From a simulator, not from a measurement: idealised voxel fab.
process module | voxel tone inversion
cross-section cut | 270 nm wide | cells 5 nm
A cross-section is a grid of square cells, given in bands from the top down. A band is one or more rows of cells.
Each band's line starts with the height of the band's top and of its bottom, in nm. Then come its materials from left to right, each with its width in nm. One material with "throughout" fills the band from edge to edge. "air" is empty space.
Height 0 is the level under which the wafer as received is all one material. The lowest band goes on downwards, as in "0 down".
A width such as "30 to 40" changes by the same amount from each row of cells to the next, from the band's top row to its bottom row.
"no change" after a step means that no cell of the cross-section changed.
closed voids: empty space of 8 cells or more with no open way to the top, each as width x height at its distance from the left edge, in nm
after a step's settings: what the simulator itself notes on the step
overlay nm, on a step with a mask: how far to the right of its planned place the mask lay; to the left if negative
plan
1 op RECEIVE | material Si
2 op CONFORMAL_DEP | material SiN | thk nm 10
3 op DIRECTIONAL_DEP | material polySi | thk nm 15
4 op PATTERN | tone cover | mask id POSTS | material resist | width nm 20 | pitch nm 40 | thk nm 25 | overlay nm 0
5 op DIRECTIONAL_ETCH | etch materials polySi | depth nm 15
6 op STRIP | etch materials resist
7 op FILL_DEP | material lowk | thk nm 5
8 op CMP | height nm 25
9 op STRIP | etch materials polySi
10 op CONFORMAL_DEP | material TiN | thk nm 5
11 op FILL_DEP | material Ru | thk nm 10
12 op CMP | height nm 25
13 op CONFORMAL_DEP | material SiCN | thk nm 5
as received, after step 1
  0 down: Si throughout
  closed voids: none
first wafer at the end, as planned
  30 to 25: SiCN throughout
  25 to 15: lowk 85 | TiN 5 | Ru 10 | TiN 5 | lowk 20 | TiN 5 | Ru 10 | TiN 5 | lowk 20 | TiN 5 | Ru 10 | TiN 5 | lowk 85
  15 to 10: lowk 85 | TiN 20 | lowk 20 | TiN 20 | lowk 20 | TiN 20 | lowk 85
  10 to 0: SiN throughout
  0 down: Si throughout
  closed voids: none
second wafer at the end: like start, like plan, one mistake
  30 to 25: SiCN throughout
  25 to 15: lowk 90 | TiN 5 | Ru 5 | TiN 5 | lowk 25 | TiN 5 | Ru 5 | TiN 5 | lowk 25 | TiN 5 | Ru 5 | TiN 5 | lowk 85
  15 to 10: lowk 90 | TiN 15 | lowk 25 | TiN 15 | lowk 25 | TiN 15 | lowk 85
  10 to 0: SiN throughout
  0 down: Si throughout
  closed voids: none
what went wrong: step 4 ran as: op PATTERN | tone cover | mask id POSTS | material resist | width nm 15 | pitch nm 40 | thk nm 25 | overlay nm 0
at the end the second wafer has, in cells: 6 fewer of Ru | 3 fewer of TiN | 9 more of lowk
